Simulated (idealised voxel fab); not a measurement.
voxel wiring stack: a process module
In the cross-section labelled cut, the width is 295 nm and each square cell is 5 nm.
Cross-section, as written here: a square-cell grid given band by band from the top down, where a band holds one or more rows of cells.
A band entry consists of two parts. The first gives the height of the band's top and the height of its bottom, in nm. The rest lists the band's materials from left to right, each with its width in nm. A single material labelled with the word "all across" fills the band from edge to edge, and the word "blank" marks empty space.
Below 0: as-received wafer, all one material; heights counted from there. Lowest band: no bottom, goes on down, written "0 nm and below".
With a width like "30->40", each row of cells in the band differs from the next by the same amount, the top row carrying the first number and the bottom row the second.
Basically "remained unchanged" means that step didn't change any cell in the cross-section.
The label "Voids, fully enclosed" introduces a list of the empty spaces, 8 cells or larger, that have no open way up to the top; each entry in it reads width x height at distance, where the distance is taken from the left edge and all three are stated in nm.
Where a step's line continues beyond its settings, the continuation is a remark by the simulator itself on that step.
The line of a step may include "overlay nm". On a step with a mask, this value is how far to the right of its planned place the mask lay. A negative value means the mask lay to the left.
### Set out below are the planned steps of the process
1. RECEIVE | material Si
2. CONFORMAL_DEP | material SiO2 | thk nm 10
3. DIRECTIONAL_DEP | material TiN | thk nm 5
4. DIRECTIONAL_DEP | material Ru | thk nm 25
5. MASKED_ETCH | tone cover | mask id METAL_1 | width nm 30 | pitch nm 55 | etch materials Ru | depth nm 25 | overlay nm 0
6. MASKED_ETCH | tone cover | mask id METAL_1 | width nm 30 | pitch nm 55 | etch materials TiN | depth nm 5 | overlay nm 0
7. FILL_DEP | material SiO2 | thk nm 10
8. CMP | height nm 40
9. CONFORMAL_DEP | material SiCN | thk nm 5
10. DIRECTIONAL_DEP | material lowk | thk nm 20
11. PATTERN | tone open | mask id PLUG_1 | material resist | width nm 15 | pitch nm 110 | thk nm 20 | overlay nm 0
12. DIRECTIONAL_ETCH | etch materials lowk | depth nm 20
13. DIRECTIONAL_ETCH | etch materials SiCN | depth nm 5
14. STRIP | etch materials resist
15. EPI | material Ru | thk nm 10
16. EPI | material Ru | thk nm 10
17. EPI | material Ru | thk nm 5
18. DIRECTIONAL_DEP | material TiN | thk nm 5
19. DIRECTIONAL_DEP | material W | thk nm 20
20. DIRECTIONAL_DEP | material aC | thk nm 15
21. PATTERN | tone cover | mask id METAL_2 | material resist | width nm 30 | pitch nm 55 | thk nm 35 | overlay nm 0
22. DIRECTIONAL_ETCH | etch materials aC | depth nm 15
23. STRIP | etch materials resist
24. DIRECTIONAL_ETCH | etch materials W | depth nm 20
25. DIRECTIONAL_ETCH | etch materials TiN | depth nm 5
26. STRIP | etch materials aC
27. FILL_DEP | material SiO2 | thk nm 5
28. CMP | height nm 90
29. CONFORMAL_DEP | material SiCN | thk nm 5
### The cross-section here shows the wafer as received, i.e. in its state after step 1
    0 nm and below | Si all across
    Voids, fully enclosed: none
### First wafer of two, sectioned at end of module; run went per plan
    95 nm to 90 nm | SiCN all across
    90 nm to 70 nm | 75 nm SiO2, then 30 nm W, then 25 nm SiO2, then 30 nm W, then 25 nm SiO2, then 30 nm W, then 80 nm SiO2
    70 nm to 65 nm | 75 nm SiO2, then 30 nm TiN, then 25 nm SiO2, then 30 nm TiN, then 25 nm SiO2, then 30 nm TiN, then 80 nm SiO2
    65 nm to 45 nm | 75 nm lowk, then 15 nm Ru, then 95 nm lowk, then 15 nm Ru, then 95 nm lowk
    45 nm to 40 nm | 75 nm SiCN, then 15 nm Ru, then 95 nm SiCN, then 15 nm Ru, then 95 nm SiCN
    40 nm to 15 nm | 75 nm SiO2, then 30 nm Ru, then 25 nm SiO2, then 30 nm Ru, then 25 nm SiO2, then 30 nm Ru, then 80 nm SiO2
    15 nm to 10 nm | 75 nm SiO2, then 30 nm TiN, then 25 nm SiO2, then 30 nm TiN, then 25 nm SiO2, then 30 nm TiN, then 80 nm SiO2
    10 nm to 0 nm | SiO2 all across
    0 nm and below | Si all across
    Voids, fully enclosed: none
### End-of-module cross-section of the second wafer: identical starting point and process plan to the first, with one processing mistake
    95 nm to 90 nm | SiCN all across
    90 nm to 70 nm | 75 nm SiO2, then 30 nm W, then 25 nm SiO2, then 30 nm W, then 25 nm SiO2, then 30 nm W, then 80 nm SiO2
    70 nm to 65 nm | 75 nm SiO2, then 30 nm TiN, then 25 nm SiO2, then 30 nm TiN, then 25 nm SiO2, then 30 nm TiN, then 80 nm SiO2
    65 nm to 45 nm | 75 nm lowk, then 15 nm Ru, then 95 nm lowk, then 15 nm Ru, then 95 nm lowk
    45 nm to 40 nm | 75 nm SiCN, then 15 nm Ru, then 95 nm SiCN, then 15 nm Ru, then 95 nm SiCN
    40 nm to 35 nm | 75 nm SiO2, then 30 nm TiN, then 25 nm SiO2, then 30 nm TiN, then 25 nm SiO2, then 30 nm TiN, then 80 nm SiO2
    35 nm to 10 nm | TiN all across
    10 nm to 0 nm | SiO2 all across
    0 nm and below | Si all across
    Voids, fully enclosed: none
Deviation from plan: step 4 was not run as planned; what actually ran was DIRECTIONAL_DEP | material TiN | thk nm 25
Materials where the second wafer ends with more or fewer cells than the first: 90 fewer of Ru; 205 fewer of SiO2; 295 more of TiN
